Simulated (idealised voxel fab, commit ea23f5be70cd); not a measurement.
This is a process module. Its name is voxel lift off.
The cross-section shown here is cut; it is 145 nm wide and divided into square cells measuring 5 nm on a side.
In this document a cross-section is written as a grid of square cells. It is given as a series of bands, listed from the top down, and a band is one or more rows of cells. A band entry consists of two parts. The first gives the height of the band's top and the height of its bottom, in nm. The rest lists the band's materials from left to right, each with its width in nm. A single material labelled with the word "edge to edge" fills the band from edge to edge, and the word "blank" marks empty space. Counting heights begins at 0, where everything beneath is, in the wafer as received, one material. The lowest band has no bottom; it goes on downwards, as "0 and below" shows. Graded width ("30 to 40"): value in top row of band = first number; value in bottom row = second number; row-to-row change constant. Basically "nothing changed" means that step didn't change any cell in the cross-section. Basically, "Enclosed cavities" tells you about the enclosed voids: empty spaces with no open way to the top, 8 cells or bigger, each written width x height at distance, where distance is from the left edge, all in nm. Step line, after settings: the simulator's comment on this step. Regarding "overlay nm": on a step with a mask, it is the distance the mask lay to the right of its planned place; a negative value places it to the left.
Plan:
| 1 | RECEIVE | material Si |
| 2 | CONFORMAL_DEP | material SiN | thk nm 15 |
| 3 | PATTERN | tone open | mask id LINES | material resist | width nm 15 | pitch nm 30 | thk nm 25 | overlay nm 0 |
| 4 | DIRECTIONAL_DEP | material Ru | thk nm 10 |
| 5 | STRIP | etch materials resist |
| 6 | CONFORMAL_DEP | material SiO2 | thk nm 10 |
The first of the two wafers, which ran as planned:
Incoming wafer in cross-section (state: after step 1):
0 and below  Si edge to edge
Enclosed cavities: none
Step 2 complete: cross-section through the wafer:
15 down to 0  SiN edge to edge
Lower than 0, everything is as it was.
Step 3 complete: cross-section through the wafer:
40 down to 15  20 nm resist, 15 nm blank, 15 nm resist, 15 nm blank, 15 nm resist, 15 nm blank, 15 nm resist, 15 nm blank, 20 nm resist
Lower than 15, everything is as it was.
Step 4 complete: cross-section through the wafer:
50 down to 40  20 nm Ru, 15 nm blank, 15 nm Ru, 15 nm blank, 15 nm Ru, 15 nm blank, 15 nm Ru, 15 nm blank, 20 nm Ru
40 down to 25  20 nm resist, 15 nm blank, 15 nm resist, 15 nm blank, 15 nm resist, 15 nm blank, 15 nm resist, 15 nm blank, 20 nm resist
25 down to 15  20 nm resist, 15 nm Ru, 15 nm resist, 15 nm Ru, 15 nm resist, 15 nm Ru, 15 nm resist, 15 nm Ru, 20 nm resist
Lower than 15, everything is as it was.
Step 5 complete: cross-section through the wafer:
25 down to 15  20 nm blank, 15 nm Ru, 15 nm blank, 15 nm Ru, 15 nm blank, 15 nm Ru, 15 nm blank, 15 nm Ru, 20 nm blank
Lower than 15, everything is as it was.
Step 6 complete: cross-section through the wafer:
35 down to 25  10 nm blank, 125 nm SiO2, 10 nm blank
25 down to 15  20 nm SiO2, 15 nm Ru, 15 nm SiO2, 15 nm Ru, 15 nm SiO2, 15 nm Ru, 15 nm SiO2, 15 nm Ru, 20 nm SiO2
Lower than 15, everything is as it was.
Wafer two: like wafer one in start and plan, but with one mistake in execution; identical up to and including step 2:
Second wafer, sectioned view, at step 3's planned end time:
40 down to 15  25 nm resist, 15 nm blank, 15 nm resist, 15 nm blank, 15 nm resist, 15 nm blank, 15 nm resist, 15 nm blank, 15 nm resist
Lower than 15, everything is as it was.
Second wafer, sectioned view, at step 4's planned end time:
50 down to 40  25 nm Ru, 15 nm blank, 15 nm Ru, 15 nm blank, 15 nm Ru, 15 nm blank, 15 nm Ru, 15 nm blank, 15 nm Ru
40 down to 25  25 nm resist, 15 nm blank, 15 nm resist, 15 nm blank, 15 nm resist, 15 nm blank, 15 nm resist, 15 nm blank, 15 nm resist
25 down to 15  25 nm resist, 15 nm Ru, 15 nm resist, 15 nm Ru, 15 nm resist, 15 nm Ru, 15 nm resist, 15 nm Ru, 15 nm resist
Lower than 15, everything is as it was.
Second wafer, sectioned view, at step 5's planned end time:
25 down to 15  25 nm blank, 15 nm Ru, 15 nm blank, 15 nm Ru, 15 nm blank, 15 nm Ru, 15 nm blank, 15 nm Ru, 15 nm blank
Lower than 15, everything is as it was.
Second wafer, sectioned view, at step 6's planned end time:
35 down to 25  15 nm blank, 125 nm SiO2, 5 nm blank
25 down to 15  25 nm SiO2, 15 nm Ru, 15 nm SiO2, 15 nm Ru, 15 nm SiO2, 15 nm Ru, 15 nm SiO2, 15 nm Ru, 15 nm SiO2
Lower than 15, everything is as it was.
what went wrong: step 3 did not happen as planned, as run it was PATTERN | tone open | mask id LINES | material resist | width nm 15 | pitch nm 30 | thk nm 25 | overlay nm 5
Heads up: at the end the two wafers have identical cell counts per material, they're just laid out differently.
